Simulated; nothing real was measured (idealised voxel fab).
The following process module bears the name voxel double patterning.
cross-section cut | 230 nm wide | cells 5 nm
Just so we're on the same page, the cross-sections are grids of square cells, and they're listed out in bands top to bottom, each band one or more rows deep. Each band's line starts with the height of the band's top and of its bottom, in nm. Then come its materials from left to right, each with its width in nm. One material with "all across" fills the band from edge to edge. "air" is empty space. We count height from 0. Below that, the starting wafer is all one material. The lowest band never ends at the bottom but goes on down; see "0 -> down" for how that is written. Think of "30->40" as a width that walks from the first number to the second as you go down the band, top row to bottom row, taking equal-sized steps from row to row. "no modification" for a step: no cell of the cross-section changed in that step. Basically, "Enclosed void listing" tells you about the enclosed voids: empty spaces with no open way to the top, 8 cells or bigger, each written width x height at distance, where distance is from the left edge, all in nm. It should be noted that, on the line of a given step, the content following the step's settings is a remark produced by the simulator itself with respect to that step. If you see "overlay nm" on a step's line and that step has a mask, it's telling you how far right of where it was planned the mask ended up; a negative number means it went left instead.
STEPS IN THE PROCESS PLAN
1. RECEIVE, material Si
2. CONFORMAL_DEP, material SiO2, thk nm 5
3. DIRECTIONAL_DEP, material TiN, thk nm 20
4. DIRECTIONAL_DEP, material SiCN, thk nm 10
5. MASKED_ETCH, tone open, mask id FIRST, width nm 15, pitch nm 50, etch materials SiCN, depth nm 10, overlay nm 0
6. DIRECTIONAL_DEP, material aC, thk nm 10
7. PATTERN, tone open, mask id SECOND, material resist, width nm 15, pitch nm 50, thk nm 25, overlay nm 0
8. DIRECTIONAL_ETCH, etch materials aC, depth nm 10
9. STRIP, etch materials resist
10. DIRECTIONAL_ETCH, etch materials SiCN, depth nm 10
11. STRIP, etch materials aC
12. DIRECTIONAL_ETCH, etch materials TiN, depth nm 20
13. STRIP, etch materials SiCN
AS RECEIVED, AFTER STEP 1
* 0 -> down  Si all across
* Enclosed void listing: none
POST-MODULE CROSS-SECTION OF THE FIRST OF TWO WAFERS (RUN PER PLAN)
* 25 -> 5  TiN 55 nm; air 15 nm; TiN 10 nm; air 15 nm; TiN 10 nm; air 15 nm; TiN 10 nm; air 15 nm; TiN 10 nm; air 15 nm; TiN 60 nm
* 5 -> 0  SiO2 all across
* 0 -> down  Si all across
* Enclosed void listing: none
MODULE END: CROSS-SECTION OF WAFER TWO OF TWO. SAME START AND PROCESS PLAN AS THE FIRST WAFER. ONE MISTAKE DURING EXECUTION
* 25 -> 20  SiO2 all across
* 20 -> 0  TiN all across
* 0 -> down  Si all across
* Enclosed void listing: none
what went wrong: mixed up steps 2 and 3 - ran each in the other's place
Wafer comparison, final, in cells, second relative to first, materials more or fewer: TiN +60
